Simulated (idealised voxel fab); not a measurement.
You're looking at the process module voxel self aligned contacts.
Cross-sectional view cut (width: 225 nm; square cell size: 5 nm).
We lay out every cross-section as a grid of square cells and spell it out in bands from the top down, where one band means one or more rows of cells. In this notation a band is specified by the heights of its top and bottom, in that order and in nm, after which its materials appear from left to right, each paired with its width in nm. The word "edge to edge" attached to a single material means that material fills the band from edge to edge; the word "blank" stands for empty space. Height reference: 0 = level under which incoming wafer is all one material. Lowest band: no bottom, runs on downward, e.g. "from 0 down". Think of "30 to 40" as a width that walks from the first number to the second as you go down the band, top row to bottom row, taking equal-sized steps from row to row. It should be understood that the words "no modification", when stated for a given step, signify that the cross-section underwent no change in any of its cells during that step. In "Internal closed voids" the enclosed voids are listed, meaning empty spaces of 8 cells or larger without any opening to the top. The form is width x height at distance, distance from the left edge, units nm. On a step's line, text after the settings is the simulator commenting on that step. The "overlay nm" setting may appear on a step's line; for a step that uses a mask, it gives how far to the right of its planned position the mask lay, and a negative value indicates the left.
PROCESS STEPS - PLAN
1) RECEIVE: material Si
2) OXIDIZE: depth nm 5
3) DIRECTIONAL_DEP: material polySi, thk nm 30
4) DIRECTIONAL_DEP: material SiN, thk nm 15
5) MASKED_ETCH: tone cover, mask id GATE, width nm 30, pitch nm 55, etch materials SiN, depth nm 15, overlay nm 0
6) MASKED_ETCH: tone cover, mask id GATE, width nm 30, pitch nm 55, etch materials polySi, depth nm 30, overlay nm 0
7) CONFORMAL_DEP: material SiN, thk nm 5
8) DIRECTIONAL_ETCH: etch materials SiN, depth nm 5
9) FILL_DEP: material SiO2, thk nm 20
10) CMP: height nm 55
11) MASKED_ETCH: tone open, mask id CONTACT, width nm 35, pitch nm 55, etch materials SiO2, depth nm 60, overlay nm 0
12) CONFORMAL_DEP: material TiN, thk nm 5
13) FILL_DEP: material W, thk nm 10
14) CMP: height nm 55
15) CONFORMAL_DEP: material SiN, thk nm 5
SO THIS IS THE INCOMING WAFER IN CROSS-SECTION - IT'S ALREADY BEEN THROUGH STEP 1
> from 0 down | Si edge to edge
> Internal closed voids: none
FIRST OF TWO WAFERS, END-OF-MODULE SECTION, RUN FOLLOWED PLAN
> from 60 to 55 | SiN edge to edge
> from 55 to 45 | SiO2 65; TiN 5 to 15; W 25 to 5; TiN 5 to 15; SiO2 20; TiN 5 to 15; W 25 to 5; TiN 5 to 15; SiO2 70
> from 45 to 30 | SiO2 35; SiN 40; TiN 5; W 5; TiN 5; SiN 40; TiN 5; W 5; TiN 5; SiN 40; SiO2 40
> from 30 to 0 | SiO2 35; SiN 5; polySi 30; SiN 5; TiN 5; W 5; TiN 5; SiN 5; polySi 30; SiN 5; TiN 5; W 5; TiN 5; SiN 5; polySi 30; SiN 5; SiO2 40
> from 0 to -5 | SiO2 75; TiN 15; SiO2 40; TiN 15; SiO2 80
> from -5 down | Si edge to edge
> Internal closed voids: none
WAFER TWO (OF TWO), END-OF-MODULE CROSS-SECTION: START = WAFER ONE, PLAN = WAFER ONE, ONE RUN MISTAKE
> from 60 to 55 | SiN edge to edge
> from 55 to 45 | SiO2 65; TiN 5 to 15; W 25 to 5; TiN 5 to 15; SiO2 20; TiN 5 to 15; W 25 to 5; TiN 5 to 15; SiO2 70
> from 45 to 30 | SiO2 35; SiN 40; TiN 5; W 5; TiN 5; SiN 40; TiN 5; W 5; TiN 5; SiN 40; SiO2 40
> from 30 to 0 | SiO2 35; SiN 5; polySi 30; SiN 5; TiN 5; W 5; TiN 5; SiN 5; polySi 30; SiN 5; TiN 5; W 5; TiN 5; SiN 5; polySi 30; SiN 5; SiO2 40
> from 0 to -5 | SiO2 75; TiN 15; SiO2 40; TiN 15; SiO2 80
> from -5 to -15 | SiO2 edge to edge
> from -15 down | Si edge to edge
> Internal closed voids: none
What was the processing mistake? step 2, actual vs plan mismatch, actual run OXIDIZE: depth nm 15
End of process, cell counts, second wafer against first, materials with more or fewer: -90 Si; +90 SiO2
